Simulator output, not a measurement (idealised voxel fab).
process module | voxel trench capacitor
The figure presents cross-section cut, which has a width of 295 nm and is divided into square cells with an edge length of 5 nm.
In what follows, cross-sections appear as grids of square cells, described through bands that run from the top down, where every band is one or more rows of cells.
Band entry format. Leading values: height of top, height of bottom, nm. Remainder: materials in left-to-right order, each with its width in nm. Special words: "full width" on a single material, which then fills the band edge to edge; "empty", empty space.
Heights from 0 (as-received wafer is one material below). Bottom band endless downward, as "0 -> down".
A width given as "30..40" starts at the first number in the band's top row and ends at the second number in its bottom row, shifting by an equal amount at every step from row to row.
Step marked "no change"? Then no cell in the cross-section changed in it.
You'll see "Trapped voids" listing empty spaces that have no way open to the top, as long as they're 8 cells or more; the notation is width x height at distance, where the distance is from the left edge, and all of it is in nm.
Read whatever lies past the settings on a step's line as the simulator's own remark about the step.
Each step line may optionally specify "overlay nm", which for a step with a mask gives the rightward distance between the mask's planned place and where it lay, a negative value indicating the leftward direction.
Steps in the process plan:
1: RECEIVE (material Si)
2: CONFORMAL_DEP (material SiN; thk nm 10)
3: DIRECTIONAL_DEP (material aC; thk nm 10)
4: PATTERN (tone open; mask id TRENCH; material resist; width nm 20; pitch nm 50; thk nm 30; overlay nm -15)
5: DIRECTIONAL_ETCH (etch materials aC; depth nm 10)
6: STRIP (etch materials resist)
7: DIRECTIONAL_ETCH (etch materials SiN; depth nm 10)
8: DIRECTIONAL_ETCH (etch materials Si; depth nm 35)
9: STRIP (etch materials aC)
10: CONFORMAL_DEP (material Al2O3; thk nm 5)
11: FILL_DEP (material polySi; thk nm 5)
12: CMP (height nm 10)
Keep in mind the plan's value for the overlay nm of step 4 comes from the first wafer; the wafers don't share that setting, but they do share the same starting point.
Received condition of the first of several wafers, sectioned: post-step 1:
- 0 -> down = Si full width
- Trapped voids: none
Per wafer (row), end of module: delta in cells per material since receipt, (+) for gained, (-) for lost; closed voids after that:
overlay nm -15, +80 Al2O3, -112 Si, +86 SiN, +64 polySi, Trapped voids: none
overlay nm -10, +80 Al2O3, -112 Si, +86 SiN, +64 polySi, Trapped voids: none
overlay nm -5, +80 Al2O3, -112 Si, +86 SiN, +64 polySi, Trapped voids: none
overlay nm 0, +80 Al2O3, -112 Si, +86 SiN, +64 polySi, Trapped voids: none
overlay nm 5, +80 Al2O3, -112 Si, +86 SiN, +64 polySi, Trapped voids: none
overlay nm 10, +80 Al2O3, -112 Si, +86 SiN, +64 polySi, Trapped voids: none
overlay nm 15, +80 Al2O3, -112 Si, +86 SiN, +64 polySi, Trapped voids: none
